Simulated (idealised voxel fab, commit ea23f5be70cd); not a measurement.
The process module presented herein is designated voxel self aligned contacts.
The cross-section shown here is cut; it is 265 nm wide and divided into square cells measuring 5 nm on a side.
Reading order for cross-sections: top band down to bottom band. Underlying form: a grid of square cells. Band size: one or more rows of cells.
Heads up on the band format: heights come first, top then bottom, in nm. After that it's the materials left to right, each with its width in nm. A single material flagged "everywhere" fills the whole band edge to edge, and "air" means there's empty space there.
Measure heights from 0. That's the level where, below it, the as-received wafer is all one material. The lowest band is bottomless and extends downward; write it as in "z 0 and below".
Graded width ("30..40"): value in top row of band = first number; value in bottom row = second number; row-to-row change constant.
"no alteration" (step): cross-section cells unchanged, all of them.
If an empty space has no open way to the top and is at least 8 cells in size, "Trapped voids" lists it, written width x height at distance, where distance is measured from the left edge and every value is in nm.
That trailing text on a step's line, after the settings, is the simulator's own remark on the step.
overlay nm: how far to the right of its planned place the mask lay on this masked step (negative: to the left).

**Set out below are the planned steps of the process**
1: RECEIVE with material Si
2: CONFORMAL_DEP with material SiO2, thk nm 5
3: DIRECTIONAL_DEP with material polySi, thk nm 25
4: DIRECTIONAL_DEP with material SiN, thk nm 20
5: PATTERN with tone cover, mask id GATE, material resist, width nm 30, pitch nm 70, thk nm 20, overlay nm 0
6: DIRECTIONAL_ETCH with etch materials SiN, depth nm 20
7: DIRECTIONAL_ETCH with etch materials polySi, depth nm 25
8: STRIP with etch materials resist
9: CONFORMAL_DEP with material SiN, thk nm 10
10: DIRECTIONAL_ETCH with etch materials SiN, depth nm 10
11: FILL_DEP with material SiO2, thk nm 15
12: CMP with height nm 60
13: MASKED_ETCH with tone open, mask id CONTACT, width nm 50, pitch nm 70, etch materials SiO2, depth nm 60, overlay nm 0
14: CONFORMAL_DEP with material TiN, thk nm 5
15: FILL_DEP with material Ru, thk nm 10
16: CMP with height nm 60
17: CONFORMAL_DEP with material SiN, thk nm 5

**Wafer, first of two, run as planned**

**Cross-sectional view of the wafer in its as-received condition, corresponding to the state after step 1**
- z 0 and below = Si everywhere
- Trapped voids: none

**Step 2 done - wafer cross-section**
- z 5 to 0 = SiO2 everywhere
- Below a height of 0, the structure has not been altered.

**Step 3 done - wafer cross-section**
- z 30 to 5 = polySi everywhere
- Below a height of 5, the structure has not been altered.

**Step 4 done - wafer cross-section**
- z 50 to 30 = SiN everywhere
- Below a height of 30, the structure has not been altered.

**Step 5 done - wafer cross-section**
- z 70 to 50 = 45 air  30 resist  40 air  30 resist  40 air  30 resist  50 air
- Below a height of 50, the structure has not been altered.

**Step 6 done - wafer cross-section**
- z 70 to 50 = 45 air  30 resist  40 air  30 resist  40 air  30 resist  50 air
- z 50 to 30 = 45 air  30 SiN  40 air  30 SiN  40 air  30 SiN  50 air
- Below a height of 30, the structure has not been altered.

**Step 7 done - wafer cross-section**
- z 70 to 50 = 45 air  30 resist  40 air  30 resist  40 air  30 resist  50 air
- z 50 to 30 = 45 air  30 SiN  40 air  30 SiN  40 air  30 SiN  50 air
- z 30 to 5 = 45 air  30 polySi  40 air  30 polySi  40 air  30 polySi  50 air
- Below a height of 5, the structure has not been altered.

**Step 8 done - wafer cross-section**
- z 50 to 30 = 45 air  30 SiN  40 air  30 SiN  40 air  30 SiN  50 air
- Below a height of 30, the structure has not been altered.

**Step 9 done - wafer cross-section**
- z 60 to 30 = 35 air  50 SiN  20 air  50 SiN  20 air  50 SiN  40 air
- z 30 to 15 = 35 air  10 SiN  30 polySi  10 SiN  20 air  10 SiN  30 polySi  10 SiN  20 air  10 SiN  30 polySi  10 SiN  40 air
- z 15 to 5 = 45 SiN  30 polySi  40 SiN  30 polySi  40 SiN  30 polySi  50 SiN
- Below a height of 5, the structure has not been altered.

**Step 10 done - wafer cross-section**
- z 50 to 30 = 35 air  50 SiN  20 air  50 SiN  20 air  50 SiN  40 air
- z 30 to 5 = 35 air  10 SiN  30 polySi  10 SiN  20 air  10 SiN  30 polySi  10 SiN  20 air  10 SiN  30 polySi  10 SiN  40 air
- Below a height of 5, the structure has not been altered.

**Step 11 done - wafer cross-section**
- z 65 to 50 = SiO2 everywhere
- z 50 to 30 = 35 SiO2  50 SiN  20 SiO2  50 SiN  20 SiO2  50 SiN  40 SiO2
- z 30 to 5 = 35 SiO2  10 SiN  30 polySi  10 SiN  20 SiO2  10 SiN  30 polySi  10 SiN  20 SiO2  10 SiN  30 polySi  10 SiN  40 SiO2
- Below a height of 5, the structure has not been altered.

**Step 12 done - wafer cross-section**
- z 60 to 50 = SiO2 everywhere
- Below a height of 50, the structure has not been altered.

**Step 13 done - wafer cross-section**
- z 60 to 50 = 70 SiO2  50 air  20 SiO2  50 air  75 SiO2
- z 50 to 30 = 35 SiO2  50 SiN  20 air  50 SiN  20 air  50 SiN  40 SiO2
- z 30 to 5 = 35 SiO2  10 SiN  30 polySi  10 SiN  20 air  10 SiN  30 polySi  10 SiN  20 air  10 SiN  30 polySi  10 SiN  40 SiO2
- z 5 to 0 = 85 SiO2  20 air  50 SiO2  20 air  90 SiO2
- Below a height of 0, the structure has not been altered.

**Step 14 done - wafer cross-section**
- z 65 to 60 = 75 TiN  40 air  30 TiN  40 air  80 TiN
- z 60 to 50 = 70 SiO2  5..20 TiN  40..10 air  5..20 TiN  20 SiO2  5..20 TiN  40..10 air  5..20 TiN  75 SiO2
- z 50 to 30 = 35 SiO2  50 SiN  5 TiN  10 air  5 TiN  50 SiN  5 TiN  10 air  5 TiN  50 SiN  40 SiO2
- z 30 to 5 = 35 SiO2  10 SiN  30 polySi  10 SiN  5 TiN  10 air  5 TiN  10 SiN  30 polySi  10 SiN  5 TiN  10 air  5 TiN  10 SiN  30 polySi  10 SiN  40 SiO2
- z 5 to 0 = 85 SiO2  20 TiN  50 SiO2  20 TiN  90 SiO2
- Below a height of 0, the structure has not been altered.

**Step 15 done - wafer cross-section**
- z 75 to 65 = Ru everywhere
- z 65 to 60 = 75 TiN  40 Ru  30 TiN  40 Ru  80 TiN
- z 60 to 50 = 70 SiO2  5..20 TiN  40..10 Ru  5..20 TiN  20 SiO2  5..20 TiN  40..10 Ru  5..20 TiN  75 SiO2
- z 50 to 30 = 35 SiO2  50 SiN  5 TiN  10 Ru  5 TiN  50 SiN  5 TiN  10 Ru  5 TiN  50 SiN  40 SiO2
- z 30 to 5 = 35 SiO2  10 SiN  30 polySi  10 SiN  5 TiN  10 Ru  5 TiN  10 SiN  30 polySi  10 SiN  5 TiN  10 Ru  5 TiN  10 SiN  30 polySi  10 SiN  40 SiO2
- Below a height of 5, the structure has not been altered.

**Step 16 done - wafer cross-section**
- z 60 to 50 = 70 SiO2  5..20 TiN  40..10 Ru  5..20 TiN  20 SiO2  5..20 TiN  40..10 Ru  5..20 TiN  75 SiO2
- Below a height of 50, the structure has not been altered.

**Step 17 done - wafer cross-section**
- z 65 to 60 = SiN everywhere
- Below a height of 60, the structure has not been altered.

**Wafer two. Identical start, identical plan. One mistake in execution. Identical history through step 4**

**At the planned end of step 5, the second wafer in cross-section**
- z 70 to 50 = 40 air  30 resist  40 air  30 resist  40 air  30 resist  55 air
- Below a height of 50, the structure has not been altered.

**At the planned end of step 6, the second wafer in cross-section**
- z 70 to 50 = 40 air  30 resist  40 air  30 resist  40 air  30 resist  55 air
- z 50 to 30 = 40 air  30 SiN  40 air  30 SiN  40 air  30 SiN  55 air
- Below a height of 30, the structure has not been altered.

**At the planned end of step 7, the second wafer in cross-section**
- z 70 to 50 = 40 air  30 resist  40 air  30 resist  40 air  30 resist  55 air
- z 50 to 30 = 40 air  30 SiN  40 air  30 SiN  40 air  30 SiN  55 air
- z 30 to 5 = 40 air  30 polySi  40 air  30 polySi  40 air  30 polySi  55 air
- Below a height of 5, the structure has not been altered.

**At the planned end of step 8, the second wafer in cross-section**
- z 50 to 30 = 40 air  30 SiN  40 air  30 SiN  40 air  30 SiN  55 air
- Below a height of 30, the structure has not been altered.

**At the planned end of step 9, the second wafer in cross-section**
- z 60 to 30 = 30 air  50 SiN  20 air  50 SiN  20 air  50 SiN  45 air
- z 30 to 15 = 30 air  10 SiN  30 polySi  10 SiN  20 air  10 SiN  30 polySi  10 SiN  20 air  10 SiN  30 polySi  10 SiN  45 air
- z 15 to 5 = 40 SiN  30 polySi  40 SiN  30 polySi  40 SiN  30 polySi  55 SiN
- Below a height of 5, the structure has not been altered.

**At the planned end of step 10, the second wafer in cross-section**
- z 50 to 30 = 30 air  50 SiN  20 air  50 SiN  20 air  50 SiN  45 air
- z 30 to 5 = 30 air  10 SiN  30 polySi  10 SiN  20 air  10 SiN  30 polySi  10 SiN  20 air  10 SiN  30 polySi  10 SiN  45 air
- Below a height of 5, the structure has not been altered.

**At the planned end of step 11, the second wafer in cross-section**
- z 65 to 50 = SiO2 everywhere
- z 50 to 30 = 30 SiO2  50 SiN  20 SiO2  50 SiN  20 SiO2  50 SiN  45 SiO2
- z 30 to 5 = 30 SiO2  10 SiN  30 polySi  10 SiN  20 SiO2  10 SiN  30 polySi  10 SiN  20 SiO2  10 SiN  30 polySi  10 SiN  45 SiO2
- Below a height of 5, the structure has not been altered.

**At the planned end of step 12, the second wafer in cross-section**
- z 60 to 50 = SiO2 everywhere
- Below a height of 50, the structure has not been altered.

**At the planned end of step 13, the second wafer in cross-section**
- z 60 to 50 = 70 SiO2  50 air  20 SiO2  50 air  75 SiO2
- z 50 to 30 = 30 SiO2  50 SiN  20 air  50 SiN  20 air  50 SiN  45 SiO2
- z 30 to 5 = 30 SiO2  10 SiN  30 polySi  10 SiN  20 air  10 SiN  30 polySi  10 SiN  20 air  10 SiN  30 polySi  10 SiN  45 SiO2
- z 5 to 0 = 80 SiO2  20 air  50 SiO2  20 air  95 SiO2
- Below a height of 0, the structure has not been altered.

**At the planned end of step 14, the second wafer in cross-section**
- z 65 to 60 = 75 TiN  40 air  30 TiN  40 air  80 TiN
- z 60 to 50 = 70 SiO2  5..15 TiN  40..10 air  5..25 TiN  20 SiO2  5..15 TiN  40..10 air  5..25 TiN  75 SiO2
- z 50 to 30 = 30 SiO2  50 SiN  5 TiN  10 air  5 TiN  50 SiN  5 TiN  10 air  5 TiN  50 SiN  45 SiO2
- z 30 to 5 = 30 SiO2  10 SiN  30 polySi  10 SiN  5 TiN  10 air  5 TiN  10 SiN  30 polySi  10 SiN  5 TiN  10 air  5 TiN  10 SiN  30 polySi  10 SiN  45 SiO2
- z 5 to 0 = 80 SiO2  20 TiN  50 SiO2  20 TiN  95 SiO2
- Below a height of 0, the structure has not been altered.

**At the planned end of step 15, the second wafer in cross-section**
- z 75 to 65 = Ru everywhere
- z 65 to 60 = 75 TiN  40 Ru  30 TiN  40 Ru  80 TiN
- z 60 to 50 = 70 SiO2  5..15 TiN  40..10 Ru  5..25 TiN  20 SiO2  5..15 TiN  40..10 Ru  5..25 TiN  75 SiO2
- z 50 to 30 = 30 SiO2  50 SiN  5 TiN  10 Ru  5 TiN  50 SiN  5 TiN  10 Ru  5 TiN  50 SiN  45 SiO2
- z 30 to 5 = 30 SiO2  10 SiN  30 polySi  10 SiN  5 TiN  10 Ru  5 TiN  10 SiN  30 polySi  10 SiN  5 TiN  10 Ru  5 TiN  10 SiN  30 polySi  10 SiN  45 SiO2
- Below a height of 5, the structure has not been altered.

**At the planned end of step 16, the second wafer in cross-section**
- z 60 to 50 = 70 SiO2  5..15 TiN  40..10 Ru  5..25 TiN  20 SiO2  5..15 TiN  40..10 Ru  5..25 TiN  75 SiO2
- Below a height of 50, the structure has not been altered.

**At the planned end of step 17, the second wafer in cross-section**
- z 65 to 60 = SiN everywhere
- Below a height of 60, the structure has not been altered.
Here's what went sideways: heads up, step 5 didn't go per plan, it actually ran as PATTERN with tone cover, mask id GATE, material resist, width nm 30, pitch nm 70, thk nm 20, overlay nm -5
at the end the second wafer has, in cells: as many of each material as the first, in other places
